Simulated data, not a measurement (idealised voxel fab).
Process module name: voxel trench capacitor
255 nm wide, 5 nm square cells: that's cross-section cut.
Reading order for cross-sections: top band down to bottom band. Underlying form: a grid of square cells. Band size: one or more rows of cells. For a band, the entry starts with two heights in nm, that of the top and then that of the bottom, and carries on with the band's materials in order from left to right, each alongside its width in nm; the word "everywhere" beside a single material means it fills the band edge to edge, and "empty" means empty space. Basically, 0 is our baseline, since under it the wafer straight out of the box is all one material. The bottom band has no lower end and keeps on going down, so it looks like "0 and below". Per-row width for "30 to 40": begins at first number (top row of band), ends at second number (bottom row), increment between rows held constant. Take "nothing changed" at face value: in the step it is given for, the cross-section changed in none of its cells. "Sealed void inventory" enumerates empty spaces isolated from the top, with no open way to it, that contain at least 8 cells, giving each as width x height at distance from the left edge, all three in nm. The remark found on a step's line after its settings is issued by the simulator itself and pertains to that step. The setting "overlay nm" may be written on the line of a step. When the step uses a mask, the value reports how far to the right of the planned place the mask lay, and a negative value reports that it lay to the left.
The steps planned for the process are as follows
- 1: RECEIVE,material Si
- 2: CONFORMAL_DEP,material SiN,thk nm 5
- 3: PATTERN,tone open,mask id TRENCH,material resist,width nm 20,pitch nm 40,thk nm 15,overlay nm 0
- 4: DIRECTIONAL_ETCH,etch materials SiN,depth nm 5
- 5: DIRECTIONAL_ETCH,etch materials Si,depth nm 35
- 6: STRIP,etch materials resist
- 7: CONFORMAL_DEP,material Al2O3,thk nm 5
- 8: FILL_DEP,material polySi,thk nm 5
- 9: CMP,height nm 5
Cross-section: wafer on arrival = after step 1
  0 and below: Si everywhere
  Sealed void inventory: none
Same starting wafer, same plan as above, one mistake in the execution; this is the cross-section at the end of the module
  5 down to 0: polySi: 50  Al2O3: 5  SiN: 20  Al2O3: 5  polySi: 10  Al2O3: 5  SiN: 20  Al2O3: 5  polySi: 10  Al2O3: 5  SiN: 20  Al2O3: 5  polySi: 10  Al2O3: 5  SiN: 20  Al2O3: 5  polySi: 55
  0 down to -30: polySi: 50  Al2O3: 5  Si: 20  Al2O3: 5  polySi: 10  Al2O3: 5  Si: 20  Al2O3: 5  polySi: 10  Al2O3: 5  Si: 20  Al2O3: 5  polySi: 10  Al2O3: 5  Si: 20  Al2O3: 5  polySi: 55
  -30 down to -35: Al2O3: 55  Si: 20  Al2O3: 20  Si: 20  Al2O3: 20  Si: 20  Al2O3: 20  Si: 20  Al2O3: 60
  -35 and below: Si everywhere
  Sealed void inventory: none
Which mistake was made when the wafer was run? planned and actual differ for step 3; actual: PATTERN,tone cover,mask id TRENCH,material resist,width nm 20,pitch nm 40,thk nm 15,overlay nm 0
